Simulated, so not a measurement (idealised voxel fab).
The following is a process module called voxel spacer lines.
In the cross-section labelled cut, the width is 165 nm and each square cell is 5 nm.
Cross-section layout: square cells on a grid; listed as bands, top to bottom; a band spans one or more cell rows.
Band: top height; bottom height; in nm. Then, left to right: material with width in nm, for each material. "everywhere": a single material spanning edge to edge. "air": empty space.
Heights are reckoned from 0. Under this level, the received wafer is all of one material. The bottommost band is open-ended downward, for example "from 0 down".
Width: "30..40" (first number = top row, second number = bottom row, same change from row to row of cells).
"no modifications" (step): cross-section cells unchanged, all of them.
"Unvented voids" lists enclosed empty spaces (at least 8 cells, no open path upward to the top), each as width x height at distance from the left edge, in nm.
Heads up: the bit after the settings on a step's line is the simulator's remark on that step.
overlay nm: right-of-plan distance of the mask on a masked step; negative values mean left-of-plan.
For the reader: what remains of this document is a series of pairs, each showing a cross-section before one process step and a cross-section after that step which reaches down only to the lowest band that changed, with the step between them and its settings set out under the pair. It should not be assumed that a pair continues from the pair above it; the pairs can come from different runs of this module on the same starting wafer, and such continuity exists only where the entry headed "Before the step" says so.
Before the step:
from 0 down  Si everywhere
Unvented voids: none
Resulting Cross-Section:
from 5 to 0  SiO2 everywhere
Below 0, the layers are the same as they were.
Unvented voids: none
Between before and after, shown above: op CONFORMAL_DEP | material SiO2 | thk nm 5
Before the step: it's just the after picture from the pair right above this one.
Resulting Cross-Section:
from 25 to 5  W everywhere
Below 5, the layers are the same as they were.
Unvented voids: none
Between before and after, shown above: op DIRECTIONAL_DEP | material W | thk nm 20
Before the step: it's just the after picture from the pair right above this one.
Resulting Cross-Section:
from 55 to 25  polySi everywhere
Below 25, the layers are the same as they were.
Unvented voids: none
Between before and after, shown above: op DIRECTIONAL_DEP | material polySi | thk nm 30
Before the step: it's just the after picture from the pair right above this one.
Resulting Cross-Section:
from 95 to 55  air 40 nm; resist 20 nm; air 40 nm; resist 20 nm; air 45 nm
Below 55, the layers are the same as they were.
Unvented voids: none
Between before and after, shown above: op PATTERN | tone cover | mask id MANDREL | material resist | width nm 20 | pitch nm 60 | thk nm 40 | overlay nm 0
Before the step: it's just the after picture from the pair right above this one.
Resulting Cross-Section:
from 95 to 55  air 40 nm; resist 20 nm; air 40 nm; resist 20 nm; air 45 nm
from 55 to 25  air 40 nm; polySi 20 nm; air 40 nm; polySi 20 nm; air 45 nm
Below 25, the layers are the same as they were.
Unvented voids: none
Between before and after, shown above: op DIRECTIONAL_ETCH | etch materials polySi | depth nm 30
Before the step: it's just the after picture from the pair right above this one.
Resulting Cross-Section:
from 55 to 25  air 40 nm; polySi 20 nm; air 40 nm; polySi 20 nm; air 45 nm
Below 25, the layers are the same as they were.
Unvented voids: none
Between before and after, shown above: op STRIP | etch materials resist
Before the step: it's just the after picture from the pair right above this one.
Resulting Cross-Section:
from 65 to 55  air 30 nm; SiN 40 nm; air 20 nm; SiN 40 nm; air 35 nm
from 55 to 35  air 30 nm; SiN 10 nm; polySi 20 nm; SiN 10 nm; air 20 nm; SiN 10 nm; polySi 20 nm; SiN 10 nm; air 35 nm
from 35 to 25  SiN 40 nm; polySi 20 nm; SiN 40 nm; polySi 20 nm; SiN 45 nm
Below 25, the layers are the same as they were.
Unvented voids: none
Between before and after, shown above: op CONFORMAL_DEP | material SiN | thk nm 10
Before the step: it's just the after picture from the pair right above this one.
Resulting Cross-Section:
from 55 to 25  air 30 nm; SiN 10 nm; polySi 20 nm; SiN 10 nm; air 20 nm; SiN 10 nm; polySi 20 nm; SiN 10 nm; air 35 nm
Below 25, the layers are the same as they were.
Unvented voids: none
Between before and after, shown above: op DIRECTIONAL_ETCH | etch materials SiN | depth nm 10
Before the step: it's just the after picture from the pair right above this one.
Resulting Cross-Section:
from 55 to 25  air 30 nm; SiN 10 nm; air 20 nm; SiN 10 nm; air 20 nm; SiN 10 nm; air 20 nm; SiN 10 nm; air 35 nm
Below 25, the layers are the same as they were.
Unvented voids: none
Between before and after, shown above: op STRIP | etch materials polySi
Before the step: it's just the after picture from the pair right above this one.
Resulting Cross-Section:
from 55 to 25  air 30 nm; SiN 10 nm; air 20 nm; SiN 10 nm; air 20 nm; SiN 10 nm; air 20 nm; SiN 10 nm; air 35 nm
from 25 to 5  air 30 nm; W 10 nm; air 20 nm; W 10 nm; air 20 nm; W 10 nm; air 20 nm; W 10 nm; air 35 nm
Below 5, the layers are the same as they were.
Unvented voids: none
Between before and after, shown above: op DIRECTIONAL_ETCH | etch materials W | depth nm 20
Before the step: it's just the after picture from the pair right above this one.
Resulting Cross-Section:
from 25 to 5  air 30 nm; W 10 nm; air 20 nm; W 10 nm; air 20 nm; W 10 nm; air 20 nm; W 10 nm; air 35 nm
Below 5, the layers are the same as they were.
Unvented voids: none
Between before and after, shown above: op STRIP | etch materials SiN
Before the step:
from 0 down  Si everywhere
Unvented voids: none
Resulting Cross-Section:
from 20 to 0  W everywhere
Below 0, the layers are the same as they were.
Unvented voids: none
Between before and after, shown above: op DIRECTIONAL_DEP | material W | thk nm 20
Before the step: it's just the after picture from the pair right above this one.
Resulting Cross-Section:
from 50 to 20  polySi everywhere
Below 20, the layers are the same as they were.
Unvented voids: none
Between before and after, shown above: op DIRECTIONAL_DEP | material polySi | thk nm 30
Before the step: it's just the after picture from the pair right above this one.
Resulting Cross-Section:
from 90 to 50  air 40 nm; resist 20 nm; air 40 nm; resist 20 nm; air 45 nm
Below 50, the layers are the same as they were.
Unvented voids: none
Between before and after, shown above: op PATTERN | tone cover | mask id MANDREL | material resist | width nm 20 | pitch nm 60 | thk nm 40 | overlay nm 0
Before the step: it's just the after picture from the pair right above this one.
Resulting Cross-Section:
from 90 to 50  air 40 nm; resist 20 nm; air 40 nm; resist 20 nm; air 45 nm
from 50 to 20  air 40 nm; polySi 20 nm; air 40 nm; polySi 20 nm; air 45 nm
Below 20, the layers are the same as they were.
Unvented voids: none
Between before and after, shown above: op DIRECTIONAL_ETCH | etch materials polySi | depth nm 30
Before the step: it's just the after picture from the pair right above this one.
Resulting Cross-Section:
from 50 to 20  air 40 nm; polySi 20 nm; air 40 nm; polySi 20 nm; air 45 nm
Below 20, the layers are the same as they were.
Unvented voids: none
Between before and after, shown above: op STRIP | etch materials resist
Before the step: it's just the after picture from the pair right above this one.
Resulting Cross-Section:
from 60 to 50  air 30 nm; SiN 40 nm; air 20 nm; SiN 40 nm; air 35 nm
from 50 to 30  air 30 nm; SiN 10 nm; polySi 20 nm; SiN 10 nm; air 20 nm; SiN 10 nm; polySi 20 nm; SiN 10 nm; air 35 nm
from 30 to 20  SiN 40 nm; polySi 20 nm; SiN 40 nm; polySi 20 nm; SiN 45 nm
Below 20, the layers are the same as they were.
Unvented voids: none
Between before and after, shown above: op CONFORMAL_DEP | material SiN | thk nm 10
Before the step: it's just the after picture from the pair right above this one.
Resulting Cross-Section:
from 50 to 20  air 30 nm; SiN 10 nm; polySi 20 nm; SiN 10 nm; air 20 nm; SiN 10 nm; polySi 20 nm; SiN 10 nm; air 35 nm
Below 20, the layers are the same as they were.
Unvented voids: none
Between before and after, shown above: op DIRECTIONAL_ETCH | etch materials SiN | depth nm 10
Before the step: it's just the after picture from the pair right above this one.
Resulting Cross-Section:
from 50 to 20  air 30 nm; SiN 10 nm; air 20 nm; SiN 10 nm; air 20 nm; SiN 10 nm; air 20 nm; SiN 10 nm; air 35 nm
Below 20, the layers are the same as they were.
Unvented voids: none
Between before and after, shown above: op STRIP | etch materials polySi
Before the step: it's just the after picture from the pair right above this one.
Resulting Cross-Section:
from 50 to 20  air 30 nm; SiN 10 nm; air 20 nm; SiN 10 nm; air 20 nm; SiN 10 nm; air 20 nm; SiN 10 nm; air 35 nm
from 20 to 0  air 30 nm; W 10 nm; air 20 nm; W 10 nm; air 20 nm; W 10 nm; air 20 nm; W 10 nm; air 35 nm
Below 0, the layers are the same as they were.
Unvented voids: none
Between before and after, shown above: op DIRECTIONAL_ETCH | etch materials W | depth nm 20
Before the step: it's just the after picture from the pair right above this one.
Resulting Cross-Section:
from 20 to 0  air 30 nm; W 10 nm; air 20 nm; W 10 nm; air 20 nm; W 10 nm; air 20 nm; W 10 nm; air 35 nm
Below 0, the layers are the same as they were.
Unvented voids: none
Between before and after, shown above: op STRIP | etch materials SiN
Before the step:
from 25 to 5  W everywhere
from 5 to 0  SiO2 everywhere
from 0 down  Si everywhere
Unvented voids: none
Resulting Cross-Section:
from 45 to 5  W everywhere
Below 5, the layers are the same as they were.
Unvented voids: none
Between before and after, shown above: op DIRECTIONAL_DEP | material W | thk nm 20
Before the step: it's just the after picture from the pair right above this one.
Resulting Cross-Section:
from 75 to 45  polySi everywhere
Below 45, the layers are the same as they were.
Unvented voids: none
Between before and after, shown above: op DIRECTIONAL_DEP | material polySi | thk nm 30
Before the step: it's just the after picture from the pair right above this one.
Resulting Cross-Section:
from 115 to 75  air 40 nm; resist 20 nm; air 40 nm; resist 20 nm; air 45 nm
Below 75, the layers are the same as they were.
Unvented voids: none
Between before and after, shown above: op PATTERN | tone cover | mask id MANDREL | material resist | width nm 20 | pitch nm 60 | thk nm 40 | overlay nm 0
Before the step: it's just the after picture from the pair right above this one.
Resulting Cross-Section:
from 115 to 75  air 40 nm; resist 20 nm; air 40 nm; resist 20 nm; air 45 nm
from 75 to 45  air 40 nm; polySi 20 nm; air 40 nm; polySi 20 nm; air 45 nm
Below 45, the layers are the same as they were.
Unvented voids: none
Between before and after, shown above: op DIRECTIONAL_ETCH | etch materials polySi | depth nm 30
Before the step: it's just the after picture from the pair right above this one.
Resulting Cross-Section:
from 75 to 45  air 40 nm; polySi 20 nm; air 40 nm; polySi 20 nm; air 45 nm
Below 45, the layers are the same as they were.
Unvented voids: none
Between before and after, shown above: op STRIP | etch materials resist
Before the step: it's just the after picture from the pair right above this one.
Resulting Cross-Section:
from 85 to 75  air 30 nm; SiN 40 nm; air 20 nm; SiN 40 nm; air 35 nm
from 75 to 55  air 30 nm; SiN 10 nm; polySi 20 nm; SiN 10 nm; air 20 nm; SiN 10 nm; polySi 20 nm; SiN 10 nm; air 35 nm
from 55 to 45  SiN 40 nm; polySi 20 nm; SiN 40 nm; polySi 20 nm; SiN 45 nm
Below 45, the layers are the same as they were.
Unvented voids: none
Between before and after, shown above: op CONFORMAL_DEP | material SiN | thk nm 10
Before the step: it's just the after picture from the pair right above this one.
Resulting Cross-Section:
from 75 to 45  air 30 nm; SiN 10 nm; polySi 20 nm; SiN 10 nm; air 20 nm; SiN 10 nm; polySi 20 nm; SiN 10 nm; air 35 nm
Below 45, the layers are the same as they were.
Unvented voids: none
Between before and after, shown above: op DIRECTIONAL_ETCH | etch materials SiN | depth nm 10
Before the step: it's just the after picture from the pair right above this one.
Resulting Cross-Section:
from 75 to 45  air 30 nm; SiN 10 nm; air 20 nm; SiN 10 nm; air 20 nm; SiN 10 nm; air 20 nm; SiN 10 nm; air 35 nm
Below 45, the layers are the same as they were.
Unvented voids: none
Between before and after, shown above: op STRIP | etch materials polySi
Before the step: it's just the after picture from the pair right above this one.
Resulting Cross-Section:
from 75 to 45  air 30 nm; SiN 10 nm; air 20 nm; SiN 10 nm; air 20 nm; SiN 10 nm; air 20 nm; SiN 10 nm; air 35 nm
from 45 to 25  air 30 nm; W 10 nm; air 20 nm; W 10 nm; air 20 nm; W 10 nm; air 20 nm; W 10 nm; air 35 nm
Below 25, the layers are the same as they were.
Unvented voids: none
Between before and after, shown above: op DIRECTIONAL_ETCH | etch materials W | depth nm 20
Before the step: it's just the after picture from the pair right above this one.
Resulting Cross-Section:
from 45 to 25  air 30 nm; W 10 nm; air 20 nm; W 10 nm; air 20 nm; W 10 nm; air 20 nm; W 10 nm; air 35 nm
Below 25, the layers are the same as they were.
Unvented voids: none
Between before and after, shown above: op STRIP | etch materials SiN
Before the step:
from 55 to 25  air 30 nm; SiN 10 nm; polySi 20 nm; SiN 10 nm; air 20 nm; SiN 10 nm; polySi 20 nm; SiN 10 nm; air 35 nm
from 25 to 5  W everywhere
from 5 to 0  SiO2 everywhere
from 0 down  Si everywhere
Unvented voids: none
Resulting Cross-Section:
from 55 to 25  air 30 nm; SiN 10 nm; polySi 20 nm; SiN 10 nm; air 20 nm; SiN 10 nm; polySi 20 nm; SiN 10 nm; air 35 nm
from 25 to 5  air 30 nm; W 40 nm; air 20 nm; W 40 nm; air 35 nm
Below 5, the layers are the same as they were.
Unvented voids: none
Between before and after, shown above: op DIRECTIONAL_ETCH | etch materials W | depth nm 20
Before the step: it's just the after picture from the pair right above this one.
Resulting Cross-Section:
from 55 to 25  air 30 nm; SiN 10 nm; air 20 nm; SiN 10 nm; air 20 nm; SiN 10 nm; air 20 nm; SiN 10 nm; air 35 nm
Below 25, the layers are the same as they were.
Unvented voids: none
Between before and after, shown above: op STRIP | etch materials polySi
Before the step: it's just the after picture from the pair right above this one.
Resulting Cross-Section:
from 25 to 5  air 30 nm; W 40 nm; air 20 nm; W 40 nm; air 35 nm
Below 5, the layers are the same as they were.
Unvented voids: none
Between before and after, shown above: op STRIP | etch materials SiN
Before the step:
from 0 down  Si everywhere
Unvented voids: none
Resulting Cross-Section:
from 15 to 0  SiO2 everywhere
Below 0, the layers are the same as they were.
Unvented voids: none
Between before and after, shown above: op CONFORMAL_DEP | material SiO2 | thk nm 15
Before the step: it's just the after picture from the pair right above this one.
Resulting Cross-Section:
from 35 to 15  W everywhere
Below 15, the layers are the same as they were.
Unvented voids: none
Between before and after, shown above: op DIRECTIONAL_DEP | material W | thk nm 20
Before the step: it's just the after picture from the pair right above this one.
Resulting Cross-Section:
from 65 to 35  polySi everywhere
Below 35, the layers are the same as they were.
Unvented voids: none
Between before and after, shown above: op DIRECTIONAL_DEP | material polySi | thk nm 30
Before the step: it's just the after picture from the pair right above this one.
Resulting Cross-Section:
from 105 to 65  air 40 nm; resist 20 nm; air 40 nm; resist 20 nm; air 45 nm
Below 65, the layers are the same as they were.
Unvented voids: none
Between before and after, shown above: op PATTERN | tone cover | mask id MANDREL | material resist | width nm 20 | pitch nm 60 | thk nm 40 | overlay nm 0
Before the step: it's just the after picture from the pair right above this one.
Resulting Cross-Section:
from 105 to 65  air 40 nm; resist 20 nm; air 40 nm; resist 20 nm; air 45 nm
from 65 to 35  air 40 nm; polySi 20 nm; air 40 nm; polySi 20 nm; air 45 nm
Below 35, the layers are the same as they were.
Unvented voids: none
Between before and after, shown above: op DIRECTIONAL_ETCH | etch materials polySi | depth nm 30
Before the step: it's just the after picture from the pair right above this one.
Resulting Cross-Section:
from 65 to 35  air 40 nm; polySi 20 nm; air 40 nm; polySi 20 nm; air 45 nm
Below 35, the layers are the same as they were.
Unvented voids: none
Between before and after, shown above: op STRIP | etch materials resist
Before the step: it's just the after picture from the pair right above this one.
Resulting Cross-Section:
from 75 to 65  air 30 nm; SiN 40 nm; air 20 nm; SiN 40 nm; air 35 nm
from 65 to 45  air 30 nm; SiN 10 nm; polySi 20 nm; SiN 10 nm; air 20 nm; SiN 10 nm; polySi 20 nm; SiN 10 nm; air 35 nm
from 45 to 35  SiN 40 nm; polySi 20 nm; SiN 40 nm; polySi 20 nm; SiN 45 nm
Below 35, the layers are the same as they were.
Unvented voids: none
Between before and after, shown above: op CONFORMAL_DEP | material SiN | thk nm 10
Before the step: it's just the after picture from the pair right above this one.
Resulting Cross-Section:
from 65 to 35  air 30 nm; SiN 10 nm; polySi 20 nm; SiN 10 nm; air 20 nm; SiN 10 nm; polySi 20 nm; SiN 10 nm; air 35 nm
Below 35, the layers are the same as they were.
Unvented voids: none
Between before and after, shown above: op DIRECTIONAL_ETCH | etch materials SiN | depth nm 10
Before the step: it's just the after picture from the pair right above this one.
Resulting Cross-Section:
from 65 to 35  air 30 nm; SiN 10 nm; air 20 nm; SiN 10 nm; air 20 nm; SiN 10 nm; air 20 nm; SiN 10 nm; air 35 nm
Below 35, the layers are the same as they were.
Unvented voids: none
Between before and after, shown above: op STRIP | etch materials polySi
Before the step: it's just the after picture from the pair right above this one.
Resulting Cross-Section:
from 65 to 35  air 30 nm; SiN 10 nm; air 20 nm; SiN 10 nm; air 20 nm; SiN 10 nm; air 20 nm; SiN 10 nm; air 35 nm
from 35 to 15  air 30 nm; W 10 nm; air 20 nm; W 10 nm; air 20 nm; W 10 nm; air 20 nm; W 10 nm; air 35 nm
Below 15, the layers are the same as they were.
Unvented voids: none
Between before and after, shown above: op DIRECTIONAL_ETCH | etch materials W | depth nm 20
Before the step: it's just the after picture from the pair right above this one.
Resulting Cross-Section:
from 35 to 15  air 30 nm; W 10 nm; air 20 nm; W 10 nm; air 20 nm; W 10 nm; air 20 nm; W 10 nm; air 35 nm
Below 15, the layers are the same as they were.
Unvented voids: none
Between before and after, shown above: op STRIP | etch materials SiN
Before the step:
from 55 to 25  polySi everywhere
from 25 to 5  W everywhere
from 5 to 0  SiO2 everywhere
from 0 down  Si everywhere
Unvented voids: none
Resulting Cross-Section:
from 95 to 55  air 35 nm; resist 30 nm; air 30 nm; resist 30 nm; air 40 nm
Below 55, the layers are the same as they were.
Unvented voids: none
Between before and after, shown above: op PATTERN | tone cover | mask id MANDREL | material resist | width nm 30 | pitch nm 60 | thk nm 40 | overlay nm 0
Before the step: it's just the after picture from the pair right above this one.
Resulting Cross-Section:
from 95 to 55  air 35 nm; resist 30 nm; air 30 nm; resist 30 nm; air 40 nm
from 55 to 25  air 35 nm; polySi 30 nm; air 30 nm; polySi 30 nm; air 40 nm
Below 25, the layers are the same as they were.
Unvented voids: none
Between before and after, shown above: op DIRECTIONAL_ETCH | etch materials polySi | depth nm 30
Before the step: it's just the after picture from the pair right above this one.
Resulting Cross-Section:
from 55 to 25  air 35 nm; polySi 30 nm; air 30 nm; polySi 30 nm; air 40 nm
Below 25, the layers are the same as they were.
Unvented voids: none
Between before and after, shown above: op STRIP | etch materials resist
Before the step: it's just the after picture from the pair right above this one.
Resulting Cross-Section:
from 65 to 55  air 25 nm; SiN 50 nm; air 10 nm; SiN 50 nm; air 30 nm
from 55 to 35  air 25 nm; SiN 10 nm; polySi 30 nm; SiN 10 nm; air 10 nm; SiN 10 nm; polySi 30 nm; SiN 10 nm; air 30 nm
from 35 to 25  SiN 35 nm; polySi 30 nm; SiN 30 nm; polySi 30 nm; SiN 40 nm
Below 25, the layers are the same as they were.
Unvented voids: none
Between before and after, shown above: op CONFORMAL_DEP | material SiN | thk nm 10
Before the step: it's just the after picture from the pair right above this one.
Resulting Cross-Section:
from 55 to 25  air 25 nm; SiN 10 nm; polySi 30 nm; SiN 10 nm; air 10 nm; SiN 10 nm; polySi 30 nm; SiN 10 nm; air 30 nm
Below 25, the layers are the same as they were.
Unvented voids: none
Between before and after, shown above: op DIRECTIONAL_ETCH | etch materials SiN | depth nm 10
Before the step: it's just the after picture from the pair right above this one.
Resulting Cross-Section:
from 55 to 25  air 25 nm; SiN 10 nm; air 30 nm; SiN 10 nm; air 10 nm; SiN 10 nm; air 30 nm; SiN 10 nm; air 30 nm
Below 25, the layers are the same as they were.
Unvented voids: none
Between before and after, shown above: op STRIP | etch materials polySi
Before the step: it's just the after picture from the pair right above this one.
Resulting Cross-Section:
from 55 to 25  air 25 nm; SiN 10 nm; air 30 nm; SiN 10 nm; air 10 nm; SiN 10 nm; air 30 nm; SiN 10 nm; air 30 nm
from 25 to 5  air 25 nm; W 10 nm; air 30 nm; W 10 nm; air 10 nm; W 10 nm; air 30 nm; W 10 nm; air 30 nm
Below 5, the layers are the same as they were.
Unvented voids: none
Between before and after, shown above: op DIRECTIONAL_ETCH | etch materials W | depth nm 20
Before the step: it's just the after picture from the pair right above this one.
Resulting Cross-Section:
from 25 to 5  air 25 nm; W 10 nm; air 30 nm; W 10 nm; air 10 nm; W 10 nm; air 30 nm; W 10 nm; air 30 nm
Below 5, the layers are the same as they were.
Unvented voids: none
Between before and after, shown above: op STRIP | etch materials SiN
Before the step:
from 55 to 25  polySi everywhere
from 25 to 5  W everywhere
from 5 to 0  SiO2 everywhere
from 0 down  Si everywhere
Unvented voids: none
Resulting Cross-Section:
from 95 to 55  air 30 nm; resist 20 nm; air 40 nm; resist 20 nm; air 55 nm
Below 55, the layers are the same as they were.
Unvented voids: none
Between before and after, shown above: op PATTERN | tone cover | mask id MANDREL | material resist | width nm 20 | pitch nm 60 | thk nm 40 | overlay nm -10
Before the step: it's just the after picture from the pair right above this one.
Resulting Cross-Section:
from 95 to 55  air 30 nm; resist 20 nm; air 40 nm; resist 20 nm; air 55 nm
from 55 to 25  air 30 nm; polySi 20 nm; air 40 nm; polySi 20 nm; air 55 nm
Below 25, the layers are the same as they were.
Unvented voids: none
Between before and after, shown above: op DIRECTIONAL_ETCH | etch materials polySi | depth nm 30
Before the step: it's just the after picture from the pair right above this one.
Resulting Cross-Section:
from 55 to 25  air 30 nm; polySi 20 nm; air 40 nm; polySi 20 nm; air 55 nm
Below 25, the layers are the same as they were.
Unvented voids: none
Between before and after, shown above: op STRIP | etch materials resist
Before the step: it's just the after picture from the pair right above this one.
Resulting Cross-Section:
from 65 to 55  air 20 nm; SiN 40 nm; air 20 nm; SiN 40 nm; air 45 nm
from 55 to 35  air 20 nm; SiN 10 nm; polySi 20 nm; SiN 10 nm; air 20 nm; SiN 10 nm; polySi 20 nm; SiN 10 nm; air 45 nm
from 35 to 25  SiN 30 nm; polySi 20 nm; SiN 40 nm; polySi 20 nm; SiN 55 nm
Below 25, the layers are the same as they were.
Unvented voids: none
Between before and after, shown above: op CONFORMAL_DEP | material SiN | thk nm 10
Before the step: it's just the after picture from the pair right above this one.
Resulting Cross-Section:
from 55 to 25  air 20 nm; SiN 10 nm; polySi 20 nm; SiN 10 nm; air 20 nm; SiN 10 nm; polySi 20 nm; SiN 10 nm; air 45 nm
Below 25, the layers are the same as they were.
Unvented voids: none
Between before and after, shown above: op DIRECTIONAL_ETCH | etch materials SiN | depth nm 10
Before the step: it's just the after picture from the pair right above this one.
Resulting Cross-Section:
from 55 to 25  air 20 nm; SiN 10 nm; air 20 nm; SiN 10 nm; air 20 nm; SiN 10 nm; air 20 nm; SiN 10 nm; air 45 nm
Below 25, the layers are the same as they were.
Unvented voids: none
Between before and after, shown above: op STRIP | etch materials polySi
Before the step: it's just the after picture from the pair right above this one.
Resulting Cross-Section:
from 55 to 25  air 20 nm; SiN 10 nm; air 20 nm; SiN 10 nm; air 20 nm; SiN 10 nm; air 20 nm; SiN 10 nm; air 45 nm
from 25 to 5  air 20 nm; W 10 nm; air 20 nm; W 10 nm; air 20 nm; W 10 nm; air 20 nm; W 10 nm; air 45 nm
Below 5, the layers are the same as they were.
Unvented voids: none
Between before and after, shown above: op DIRECTIONAL_ETCH | etch materials W | depth nm 20
Before the step: it's just the after picture from the pair right above this one.
Resulting Cross-Section:
from 25 to 5  air 20 nm; W 10 nm; air 20 nm; W 10 nm; air 20 nm; W 10 nm; air 20 nm; W 10 nm; air 45 nm
Below 5, the layers are the same as they were.
Unvented voids: none
Between before and after, shown above: op STRIP | etch materials SiN
Before the step:
from 5 to 0  SiO2 everywhere
from 0 down  Si everywhere
Unvented voids: none
Resulting Cross-Section:
from 25 to 0  SiO2 everywhere
Below 0, the layers are the same as they were.
Unvented voids: none
Between before and after, shown above: op DIRECTIONAL_DEP | material SiO2 | thk nm 20
Before the step: it's just the after picture from the pair right above this one.
Resulting Cross-Section:
from 55 to 25  polySi everywhere
Below 25, the layers are the same as they were.
Unvented voids: none
Between before and after, shown above: op DIRECTIONAL_DEP | material polySi | thk nm 30
Before the step: it's just the after picture from the pair right above this one.
Resulting Cross-Section:
from 95 to 55  air 40 nm; resist 20 nm; air 40 nm; resist 20 nm; air 45 nm
Below 55, the layers are the same as they were.
Unvented voids: none
Between before and after, shown above: op PATTERN | tone cover | mask id MANDREL | material resist | width nm 20 | pitch nm 60 | thk nm 40 | overlay nm 0
Before the step: it's just the after picture from the pair right above this one.
Resulting Cross-Section:
from 95 to 55  air 40 nm; resist 20 nm; air 40 nm; resist 20 nm; air 45 nm
from 55 to 25  air 40 nm; polySi 20 nm; air 40 nm; polySi 20 nm; air 45 nm
Below 25, the layers are the same as they were.
Unvented voids: none
Between before and after, shown above: op DIRECTIONAL_ETCH | etch materials polySi | depth nm 30
Before the step: it's just the after picture from the pair right above this one.
Resulting Cross-Section:
from 55 to 25  air 40 nm; polySi 20 nm; air 40 nm; polySi 20 nm; air 45 nm
Below 25, the layers are the same as they were.
Unvented voids: none
Between before and after, shown above: op STRIP | etch materials resist
Before the step: it's just the after picture from the pair right above this one.
Resulting Cross-Section:
from 65 to 55  air 30 nm; SiN 40 nm; air 20 nm; SiN 40 nm; air 35 nm
from 55 to 35  air 30 nm; SiN 10 nm; polySi 20 nm; SiN 10 nm; air 20 nm; SiN 10 nm; polySi 20 nm; SiN 10 nm; air 35 nm
from 35 to 25  SiN 40 nm; polySi 20 nm; SiN 40 nm; polySi 20 nm; SiN 45 nm
Below 25, the layers are the same as they were.
Unvented voids: none
Between before and after, shown above: op CONFORMAL_DEP | material SiN | thk nm 10
Before the step: it's just the after picture from the pair right above this one.
Resulting Cross-Section:
from 55 to 25  air 30 nm; SiN 10 nm; polySi 20 nm; SiN 10 nm; air 20 nm; SiN 10 nm; polySi 20 nm; SiN 10 nm; air 35 nm
Below 25, the layers are the same as they were.
Unvented voids: none
Between before and after, shown above: op DIRECTIONAL_ETCH | etch materials SiN | depth nm 10
Before the step: it's just the after picture from the pair right above this one.
Resulting Cross-Section:
from 55 to 25  air 30 nm; SiN 10 nm; air 20 nm; SiN 10 nm; air 20 nm; SiN 10 nm; air 20 nm; SiN 10 nm; air 35 nm
Below 25, the layers are the same as they were.
Unvented voids: none
Between before and after, shown above: op STRIP | etch materials polySi
Before the step: it's just the after picture from the pair right above this one.
Resulting Cross-Section:
from 25 to 0  SiO2 everywhere
Below 0, the layers are the same as they were.
Unvented voids: none
Between before and after, shown above: op STRIP | etch materials SiN
Before the step:
from 55 to 25  polySi everywhere
from 25 to 5  W everywhere
from 5 to 0  SiO2 everywhere
from 0 down  Si everywhere
Unvented voids: none
Resulting Cross-Section:
from 95 to 55  resist 40 nm; air 20 nm; resist 40 nm; air 20 nm; resist 45 nm
Below 55, the layers are the same as they were.
Unvented voids: none
Between before and after, shown above: op PATTERN | tone open | mask id MANDREL | material resist | width nm 20 | pitch nm 60 | thk nm 40 | overlay nm 0
Before the step: it's just the after picture from the pair right above this one.
Resulting Cross-Section:
from 95 to 55  resist 40 nm; air 20 nm; resist 40 nm; air 20 nm; resist 45 nm
from 55 to 25  polySi 40 nm; air 20 nm; polySi 40 nm; air 20 nm; polySi 45 nm
Below 25, the layers are the same as they were.
Unvented voids: none
Between before and after, shown above: op DIRECTIONAL_ETCH | etch materials polySi | depth nm 30
Before the step: it's just the after picture from the pair right above this one.
Resulting Cross-Section:
from 55 to 25  polySi 40 nm; air 20 nm; polySi 40 nm; air 20 nm; polySi 45 nm
Below 25, the layers are the same as they were.
Unvented voids: none
Between before and after, shown above: op STRIP | etch materials resist
Before the step: it's just the after picture from the pair right above this one.
Resulting Cross-Section:
from 65 to 55  SiN everywhere
from 55 to 25  polySi 40 nm; SiN 20 nm; polySi 40 nm; SiN 20 nm; polySi 45 nm
Below 25, the layers are the same as they were.
Unvented voids: none
Between before and after, shown above: op CONFORMAL_DEP | material SiN | thk nm 10
Before the step: it's just the after picture from the pair right above this one.
Resulting Cross-Section:
from 55 to 25  polySi 40 nm; SiN 20 nm; polySi 40 nm; SiN 20 nm; polySi 45 nm
Below 25, the layers are the same as they were.
Unvented voids: none
Between before and after, shown above: op DIRECTIONAL_ETCH | etch materials SiN | depth nm 10
Before the step: it's just the after picture from the pair right above this one.
Resulting Cross-Section:
from 55 to 25  air 40 nm; SiN 20 nm; air 40 nm; SiN 20 nm; air 45 nm
Below 25, the layers are the same as they were.
Unvented voids: none
Between before and after, shown above: op STRIP | etch materials polySi
Before the step: it's just the after picture from the pair right above this one.
Resulting Cross-Section:
from 55 to 25  air 40 nm; SiN 20 nm; air 40 nm; SiN 20 nm; air 45 nm
from 25 to 5  air 40 nm; W 20 nm; air 40 nm; W 20 nm; air 45 nm
Below 5, the layers are the same as they were.
Unvented voids: none
Between before and after, shown above: op DIRECTIONAL_ETCH | etch materials W | depth nm 20
Before the step: it's just the after picture from the pair right above this one.
Resulting Cross-Section:
from 25 to 5  air 40 nm; W 20 nm; air 40 nm; W 20 nm; air 45 nm
Below 5, the layers are the same as they were.
Unvented voids: none
Between before and after, shown above: op STRIP | etch materials SiN
